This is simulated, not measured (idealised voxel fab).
The document below concerns the process module designated voxel wiring stack.
It is cross-section cut that appears here, measuring 255 nm in width, its square cells being 5 nm in size.
Cross-section format: a grid of square cells, given as bands from top to bottom; each band is one or more rows of cells.
For a band, the entry starts with two heights in nm, that of the top and then that of the bottom, and carries on with the band's materials in order from left to right, each alongside its width in nm; the word "everywhere" beside a single material means it fills the band edge to edge, and "air" means empty space.
Basically, 0 is our baseline, since under it the wafer straight out of the box is all one material. The bottom band has no lower end and keeps on going down, so it looks like "from 0 down".
Width: "30..40" (first number = top row, second number = bottom row, same change from row to row of cells).
For the purposes of this document, the phrase "no alteration" attached to a step denotes that no cell within the cross-section was modified by that step.
For the entry "Tabulated closed voids", the listed items are empty spaces with no open way to the top whose size is 8 cells or more; each item follows the pattern width x height at distance, where distance is from the left edge and all three are in nm.
Whatever follows a step's settings on its line is a remark the simulator itself makes about that step.
"overlay nm", when on a step's line for a step with a mask, measures how far to the right of its planned place the mask lay; a negative measure means to the left.

List of planned process steps
- 1: RECEIVE: material Si
- 2: CONFORMAL_DEP: material SiO2, thk nm 10
- 3: CONFORMAL_DEP: material SiCN, thk nm 5
- 4: DIRECTIONAL_DEP: material SiO2, thk nm 20
- 5: MASKED_ETCH: tone open, mask id METAL_1, width nm 25, pitch nm 55, etch materials SiO2, depth nm 20, overlay nm 0
- 6: MASKED_ETCH: tone open, mask id METAL_1, width nm 25, pitch nm 55, etch materials SiCN, depth nm 5, overlay nm 0
- 7: CONFORMAL_DEP: material TiN, thk nm 5
- 8: FILL_DEP: material W, thk nm 5
- 9: CMP: height nm 35
- 10: EPI: material Ru, thk nm 5
- 11: FILL_DEP: material SiCN, thk nm 5
- 12: DIRECTIONAL_DEP: material lowk, thk nm 25
- 13: DIRECTIONAL_DEP: material aC, thk nm 10
- 14: PATTERN: tone open, mask id METAL_2_HOLES, material resist, width nm 15, pitch nm 55, thk nm 30, overlay nm 0
- 15: DIRECTIONAL_ETCH: etch materials aC, depth nm 10
- 16: STRIP: etch materials resist
- 17: DIRECTIONAL_ETCH: etch materials lowk, depth nm 25
- 18: STRIP: etch materials aC
- 19: PATTERN: tone open, mask id METAL_2, material resist, width nm 25, pitch nm 55, thk nm 20, overlay nm 0
- 20: DIRECTIONAL_ETCH: etch materials lowk, depth nm 15
- 21: DIRECTIONAL_ETCH: etch materials SiCN, depth nm 5
- 22: STRIP: etch materials resist
- 23: CONFORMAL_DEP: material TiN, thk nm 5
- 24: FILL_DEP: material Ru, thk nm 10
- 25: CMP: height nm 70
- 26: CONFORMAL_DEP: material SiCN, thk nm 5
- 27: DIRECTIONAL_DEP: material lowk, thk nm 25
- 28: DIRECTIONAL_DEP: material aC, thk nm 15
- 29: PATTERN: tone open, mask id METAL_3, material resist, width nm 25, pitch nm 55, thk nm 30, overlay nm 0
- 30: DIRECTIONAL_ETCH: etch materials aC, depth nm 15
- 31: STRIP: etch materials resist
- 32: DIRECTIONAL_ETCH: etch materials lowk, depth nm 15
- 33: STRIP: etch materials aC
- 34: PATTERN: tone open, mask id METAL_3_HOLES, material resist, width nm 15, pitch nm 55, thk nm 20, overlay nm 0
- 35: DIRECTIONAL_ETCH: etch materials lowk, depth nm 10
- 36: DIRECTIONAL_ETCH: etch materials SiCN, depth nm 5
- 37: STRIP: etch materials resist
- 38: CONFORMAL_DEP: material TiN, thk nm 5
- 39: FILL_DEP: material Cu, thk nm 10
- 40: CMP: height nm 100
- 41: CONFORMAL_DEP: material SiN, thk nm 5

as received, after step 1
from 0 down: Si everywhere
Tabulated closed voids: none

first wafer at the end, as planned
from 105 to 100: SiN everywhere
from 100 to 90: lowk 60 nm; TiN 5 nm; Cu 15 nm; TiN 5 nm; lowk 30 nm; TiN 5 nm; Cu 15 nm; TiN 5 nm; lowk 30 nm; TiN 5 nm; Cu 15 nm; TiN 5 nm; lowk 60 nm
from 90 to 85: lowk 60 nm; TiN 5 nm; Cu 5 nm; TiN 15 nm; lowk 30 nm; TiN 5 nm; Cu 5 nm; TiN 15 nm; lowk 30 nm; TiN 5 nm; Cu 5 nm; TiN 15 nm; lowk 60 nm
from 85 to 75: lowk 60 nm; TiN 5 nm; Cu 5 nm; TiN 5 nm; lowk 40 nm; TiN 5 nm; Cu 5 nm; TiN 5 nm; lowk 40 nm; TiN 5 nm; Cu 5 nm; TiN 5 nm; lowk 70 nm
from 75 to 70: SiCN 60 nm; TiN 15 nm; SiCN 40 nm; TiN 15 nm; SiCN 40 nm; TiN 15 nm; SiCN 70 nm
from 70 to 60: lowk 60 nm; TiN 5 nm; Ru 15 nm; TiN 5 nm; lowk 30 nm; TiN 5 nm; Ru 15 nm; TiN 5 nm; lowk 30 nm; TiN 5 nm; Ru 15 nm; TiN 5 nm; lowk 60 nm
from 60 to 55: lowk 60 nm; TiN 5 nm; Ru 5 nm; TiN 15 nm; lowk 30 nm; TiN 5 nm; Ru 5 nm; TiN 15 nm; lowk 30 nm; TiN 5 nm; Ru 5 nm; TiN 15 nm; lowk 60 nm
from 55 to 45: lowk 60 nm; TiN 5 nm; Ru 5 nm; TiN 5 nm; lowk 40 nm; TiN 5 nm; Ru 5 nm; TiN 5 nm; lowk 40 nm; TiN 5 nm; Ru 5 nm; TiN 5 nm; lowk 70 nm
from 45 to 40: SiCN 60 nm; TiN 15 nm; SiCN 40 nm; TiN 15 nm; SiCN 40 nm; TiN 15 nm; SiCN 70 nm
from 40 to 35: SiCN 55 nm; Ru 35 nm; SiCN 20 nm; Ru 35 nm; SiCN 20 nm; Ru 35 nm; SiCN 55 nm
from 35 to 15: SiO2 60 nm; TiN 5 nm; W 15 nm; TiN 5 nm; SiO2 30 nm; TiN 5 nm; W 15 nm; TiN 5 nm; SiO2 30 nm; TiN 5 nm; W 15 nm; TiN 5 nm; SiO2 60 nm
from 15 to 10: SiCN 60 nm; TiN 25 nm; SiCN 30 nm; TiN 25 nm; SiCN 30 nm; TiN 25 nm; SiCN 60 nm
from 10 to 0: SiO2 everywhere
from 0 down: Si everywhere
Tabulated closed voids: none

Second wafer cross-section at end of module - shared start and plan with the first, one mistake in the run
from 105 to 100: SiN everywhere
from 100 to 90: Cu 70..55 nm; TiN 5..20 nm; lowk 10 nm; TiN 5 nm; Cu 35..20 nm; TiN 5..20 nm; lowk 10 nm; TiN 5 nm; Cu 35..20 nm; TiN 5..20 nm; lowk 10 nm; TiN 5 nm; Cu 55 nm
from 90 to 85: TiN 60 nm; lowk 25 nm; TiN 30 nm; lowk 25 nm; TiN 30 nm; lowk 25 nm; TiN 60 nm
from 85 to 75: lowk everywhere
from 75 to 70: SiCN everywhere
from 70 to 60: lowk 60 nm; TiN 5 nm; Ru 15 nm; TiN 5 nm; lowk 30 nm; TiN 5 nm; Ru 15 nm; TiN 5 nm; lowk 30 nm; TiN 5 nm; Ru 15 nm; TiN 5 nm; lowk 60 nm
from 60 to 55: lowk 60 nm; TiN 5 nm; Ru 5 nm; TiN 15 nm; lowk 30 nm; TiN 5 nm; Ru 5 nm; TiN 15 nm; lowk 30 nm; TiN 5 nm; Ru 5 nm; TiN 15 nm; lowk 60 nm
from 55 to 45: lowk 60 nm; TiN 5 nm; Ru 5 nm; TiN 5 nm; lowk 40 nm; TiN 5 nm; Ru 5 nm; TiN 5 nm; lowk 40 nm; TiN 5 nm; Ru 5 nm; TiN 5 nm; lowk 70 nm
from 45 to 40: SiCN 60 nm; TiN 15 nm; SiCN 40 nm; TiN 15 nm; SiCN 40 nm; TiN 15 nm; SiCN 70 nm
from 40 to 35: SiCN 55 nm; Ru 35 nm; SiCN 20 nm; Ru 35 nm; SiCN 20 nm; Ru 35 nm; SiCN 55 nm
from 35 to 15: SiO2 60 nm; TiN 5 nm; W 15 nm; TiN 5 nm; SiO2 30 nm; TiN 5 nm; W 15 nm; TiN 5 nm; SiO2 30 nm; TiN 5 nm; W 15 nm; TiN 5 nm; SiO2 60 nm
from 15 to 10: SiCN 60 nm; TiN 25 nm; SiCN 30 nm; TiN 25 nm; SiCN 30 nm; TiN 25 nm; SiCN 60 nm
from 10 to 0: SiO2 everywhere
from 0 down: Si everywhere
Tabulated closed voids: none
What was the processing mistake? step 29 ran with different settings than intended, the actual operation and settings being PATTERN: tone cover, mask id METAL_3, material resist, width nm 25, pitch nm 55, thk nm 30, overlay nm 0
FYI, end of process, the second wafer has more or fewer cells of some materials than the first: 42 more of Cu; 9 more of SiCN; 12 more of TiN; 63 fewer of lowk
